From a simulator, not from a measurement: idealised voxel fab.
Module name: voxel transistor to metal (process module)
Square cells of 5 nm make up the cross-section cut, whose width is 285 nm.
Throughout this document, each cross-section is represented as a grid of square cells and is presented as a sequence of bands enumerated from the top downward, where a band comprises one or more rows of cells.
The band entry comprises the height of the band's top followed by the height of its bottom, expressed in nm, and subsequently the band's materials from left to right, each stated together with its width in nm. Where a single material is marked with the word "edge to edge", that material fills the band from edge to edge. The word "empty" represents empty space.
Heights from 0 (as-received wafer is one material below). Bottom band endless downward, as "from 0 down".
Read "30->40" as a graded width: first number on top, second number at the bottom, same change between each pair of neighbouring rows.
Given "no modification" for a step, no cell of the cross-section differs between before and after that step.
Empty spaces without an open route to the top, at least 8 cells in extent, make up the entry "Enclosed empty spaces"; each is given as width x height at distance, where the distance is measured from the left edge, and all are in nm.
It should be noted that, on the line of a given step, the content following the step's settings is a remark produced by the simulator itself with respect to that step.
A step's line can hold "overlay nm"; with a mask on that step, the setting says how far right of the planned place the mask lay, while a negative setting says it lay to the left.

## These are the steps we planned for the process
1: RECEIVE: material Si
2: OXIDIZE: depth nm 5
3: CONFORMAL_DEP: material SiN, thk nm 10
4: DIRECTIONAL_DEP: material aC, thk nm 15
5: PATTERN: tone cover, mask id ACTIVE, material resist, width nm 105, pitch nm 130, thk nm 30, overlay nm 0
6: DIRECTIONAL_ETCH: etch materials aC, depth nm 15
7: STRIP: etch materials resist
8: DIRECTIONAL_ETCH: etch materials SiN, depth nm 10
9: DIRECTIONAL_ETCH: etch materials SiO2, depth nm 5
10: DIRECTIONAL_ETCH: etch materials Si, depth nm 20
11: STRIP: etch materials aC
12: FILL_DEP: material SiO2, thk nm 5
13: CMP: height nm 10
14: SELECTIVE_ETCH: etch materials SiO2, depth nm 10
15: STRIP: etch materials SiN
16: SELECTIVE_ETCH: etch materials SiO2, depth nm 5
17: OXIDIZE: depth nm 5
18: DIRECTIONAL_DEP: material polySi, thk nm 20
19: DIRECTIONAL_DEP: material SiCN, thk nm 10
20: PATTERN: tone cover, mask id GATE, material resist, width nm 35, pitch nm 130, thk nm 15, overlay nm 0
21: DIRECTIONAL_ETCH: etch materials SiCN, depth nm 20
22: DIRECTIONAL_ETCH: etch materials polySi, depth nm 30
23: STRIP: etch materials resist
24: CONFORMAL_DEP: material SiN, thk nm 10
25: DIRECTIONAL_ETCH: etch materials SiN, depth nm 10
26: DIRECTIONAL_ETCH: etch materials SiO2, depth nm 5
27: DIRECTIONAL_ETCH: etch materials Si, depth nm 10
28: EPI: material pSi, thk nm 15
29: FILL_DEP: material SiO2, thk nm 5
30: CMP: height nm 15
31: STRIP: etch materials polySi
32: SELECTIVE_ETCH: etch materials SiO2, depth nm 5
33: CONFORMAL_DEP: material HfO2, thk nm 5
34: CONFORMAL_DEP: material TiN, thk nm 5
35: FILL_DEP: material W, thk nm 10
36: CMP: height nm 10
37: DIRECTIONAL_DEP: material SiO2, thk nm 10
38: MASKED_ETCH: tone open, mask id CONTACT, width nm 15, etch materials SiO2, depth nm 25, overlay nm 0
39: CONFORMAL_DEP: material TiN, thk nm 5
40: FILL_DEP: material W, thk nm 10
41: CMP: height nm 20
42: DIRECTIONAL_DEP: material TiN, thk nm 5
43: DIRECTIONAL_DEP: material W, thk nm 25
44: PATTERN: tone cover, mask id METAL_1, material resist, width nm 15, thk nm 15, overlay nm 0
45: DIRECTIONAL_ETCH: etch materials W, depth nm 25
46: DIRECTIONAL_ETCH: etch materials TiN, depth nm 5
47: STRIP: etch materials resist
48: CONFORMAL_DEP: material SiN, thk nm 5
49: FILL_DEP: material lowk, thk nm 5
50: CMP: height nm 50
51: CONFORMAL_DEP: material SiCN, thk nm 5
52: DIRECTIONAL_DEP: material lowk, thk nm 25
53: DIRECTIONAL_DEP: material aC, thk nm 10
54: PATTERN: tone open, mask id METAL_2, material resist, width nm 15, pitch nm 130, thk nm 25, overlay nm 0
55: DIRECTIONAL_ETCH: etch materials aC, depth nm 10
56: STRIP: etch materials resist
57: DIRECTIONAL_ETCH: etch materials lowk, depth nm 15
58: STRIP: etch materials aC
59: DIRECTIONAL_DEP: material aC, thk nm 15
60: PATTERN: tone open, mask id METAL_2_HOLES, material resist, width nm 15, pitch nm 130, thk nm 35, overlay nm 0
61: DIRECTIONAL_ETCH: etch materials aC, depth nm 15
62: STRIP: etch materials resist
63: DIRECTIONAL_ETCH: etch materials lowk, depth nm 10
64: DIRECTIONAL_ETCH: etch materials SiCN, depth nm 5
65: STRIP: etch materials aC
66: CONFORMAL_DEP: material TiN, thk nm 5
67: FILL_DEP: material Cu, thk nm 10
68: CMP: height nm 80
69: CONFORMAL_DEP: material SiCN, thk nm 5
Don't read the plan's width nm for step 38 as applying to every wafer: that's the first wafer's value, and the wafers differ in it, though they all start identical.

## Cross-section of the first of several wafers on receipt, reflecting completion of step 1
    from 0 down  Si edge to edge
    Enclosed empty spaces: none

## After the module's final step, step 69: the first of several wafers in cross-section
    from 85 to 80  SiCN edge to edge
    from 80 to 55  lowk=30 / TiN=5 / Cu=5 / TiN=5 / lowk=115 / TiN=5 / Cu=5 / TiN=5 / lowk=110
    from 55 to 50  SiCN=30 / TiN=15 / SiCN=115 / TiN=15 / SiCN=110
    from 50 to 25  lowk=25 / SiN=5 / W=15 / SiN=5 / lowk=55 / SiN=5 / W=15 / SiN=5 / lowk=25 / SiN=5 / W=15 / SiN=5 / lowk=55 / SiN=5 / W=15 / SiN=5 / lowk=25
    from 25 to 20  SiN=30 / TiN=15 / SiN=65 / TiN=15 / SiN=35 / TiN=15 / SiN=65 / TiN=15 / SiN=30
    from 20 to 10  SiO2=30 / TiN=5 / W=5 / TiN=5 / SiO2=65 / TiN=5 / W=5 / TiN=5 / SiO2=35 / TiN=5 / W=5 / TiN=5 / SiO2=65 / TiN=5 / W=5 / TiN=5 / SiO2=30
    from 10 to 5  SiO2=30 / TiN=15 / SiO2=5 / SiN=10 / HfO2=5 / TiN=5 / W=15 / TiN=5 / HfO2=5 / SiN=10 / SiO2=5 / TiN=15 / SiO2=35 / TiN=15 / SiO2=5 / SiN=10 / HfO2=5 / TiN=5 / W=15 / TiN=5 / HfO2=5 / SiN=10 / SiO2=5 / TiN=15 / SiO2=30
    from 5 to 0  SiO2=30 / TiN=5 / pSi=15 / SiN=10 / HfO2=5 / TiN=5 / W=15 / TiN=5 / HfO2=5 / SiN=10 / pSi=15 / TiN=5 / SiO2=35 / TiN=5 / pSi=15 / SiN=10 / HfO2=5 / TiN=5 / W=15 / TiN=5 / HfO2=5 / SiN=10 / pSi=15 / TiN=5 / SiO2=30
    from 0 to -5  SiO2=30 / TiN=5 / pSi=15 / SiN=10 / HfO2=5 / TiN=25 / HfO2=5 / SiN=10 / pSi=15 / TiN=5 / SiO2=35 / TiN=5 / pSi=15 / SiN=10 / HfO2=5 / TiN=25 / HfO2=5 / SiN=10 / pSi=15 / TiN=5 / SiO2=30
    from -5 to -10  SiO2=20 / pSi=30 / SiO2=5 / HfO2=45 / SiO2=5 / pSi=30 / SiO2=15 / pSi=30 / SiO2=5 / HfO2=45 / SiO2=5 / pSi=30 / SiO2=20
    from -10 to -20  SiO2=25 / pSi=25 / Si=55 / pSi=25 / SiO2=25 / pSi=25 / Si=55 / pSi=25 / SiO2=25
    from -20 to -25  SiO2=25 / Si=105 / SiO2=25 / Si=105 / SiO2=25
    from -25 down  Si edge to edge
    Enclosed empty spaces: none

## At the end of the module, the last of several wafers in cross-section
    from 85 to 80  SiCN edge to edge
    from 80 to 55  lowk=30 / TiN=5 / Cu=5 / TiN=5 / lowk=115 / TiN=5 / Cu=5 / TiN=5 / lowk=110
    from 55 to 50  SiCN=30 / TiN=15 / SiCN=115 / TiN=15 / SiCN=110
    from 50 to 25  lowk=25 / SiN=5 / W=15 / SiN=5 / lowk=55 / SiN=5 / W=15 / SiN=5 / lowk=25 / SiN=5 / W=15 / SiN=5 / lowk=55 / SiN=5 / W=15 / SiN=5 / lowk=25
    from 25 to 20  SiN=30 / TiN=15 / SiN=65 / TiN=15 / SiN=35 / TiN=15 / SiN=65 / TiN=15 / SiN=30
    from 20 to 10  SiO2=25 / TiN=5 / W=20->15 / TiN=5->10 / SiO2=50 / TiN=5 / W=20 / TiN=5 / SiO2=20 / TiN=5 / W=20->15 / TiN=5->10 / SiO2=50 / TiN=5 / W=20 / TiN=5 / SiO2=20
    from 10 to 5  SiO2=25 / TiN=25 / SiN=10 / HfO2=5 / TiN=5 / W=15 / TiN=5 / HfO2=5 / SiN=10 / TiN=20 / W=5 / TiN=5 / SiO2=20 / TiN=25 / SiN=10 / HfO2=5 / TiN=5 / W=15 / TiN=5 / HfO2=5 / SiN=10 / TiN=20 / W=5 / TiN=5 / SiO2=20
    from 5 to 0  SiO2=25 / TiN=10 / pSi=15 / SiN=10 / HfO2=5 / TiN=5 / W=15 / TiN=5 / HfO2=5 / SiN=10 / pSi=15 / TiN=5 / W=5 / TiN=5 / SiO2=20 / TiN=10 / pSi=15 / SiN=10 / HfO2=5 / TiN=5 / W=15 / TiN=5 / HfO2=5 / SiN=10 / pSi=15 / TiN=5 / W=5 / TiN=5 / SiO2=20
    from 0 to -5  SiO2=25 / TiN=10 / pSi=15 / SiN=10 / HfO2=5 / TiN=25 / HfO2=5 / SiN=10 / pSi=15 / TiN=15 / SiO2=20 / TiN=10 / pSi=15 / SiN=10 / HfO2=5 / TiN=25 / HfO2=5 / SiN=10 / pSi=15 / TiN=15 / SiO2=20
    from -5 to -10  SiO2=20 / pSi=30 / SiO2=5 / HfO2=45 / SiO2=5 / pSi=30 / SiO2=15 / pSi=30 / SiO2=5 / HfO2=45 / SiO2=5 / pSi=30 / SiO2=20
    from -10 to -20  SiO2=25 / pSi=25 / Si=55 / pSi=25 / SiO2=25 / pSi=25 / Si=55 / pSi=25 / SiO2=25
    from -20 to -25  SiO2=25 / Si=105 / SiO2=25 / Si=105 / SiO2=25
    from -25 down  Si edge to edge
    Enclosed empty spaces: none

## Quick key for the table: a row per wafer, taken at the end of the module. For each material it tells you how many cells the wafer gained (+) or lost (-) since it came in, and the closed voids come after
width nm 15 | +10 Cu | +30 HfO2 | -199 Si | +108 SiCN | +109 SiN | +211 SiO2 | +92 TiN | +80 W | +440 lowk | +88 pSi | Enclosed empty spaces: none
width nm 20 | +10 Cu | +30 HfO2 | -199 Si | +108 SiCN | +109 SiN | +195 SiO2 | +100 TiN | +88 W | +440 lowk | +88 pSi | Enclosed empty spaces: none
width nm 25 | +10 Cu | +30 HfO2 | -199 Si | +108 SiCN | +109 SiN | +179 SiO2 | +108 TiN | +96 W | +440 lowk | +88 pSi | Enclosed empty spaces: none
width nm 30 | +10 Cu | +30 HfO2 | -199 Si | +108 SiCN | +109 SiN | +165 SiO2 | +112 TiN | +106 W | +440 lowk | +88 pSi | Enclosed empty spaces: none
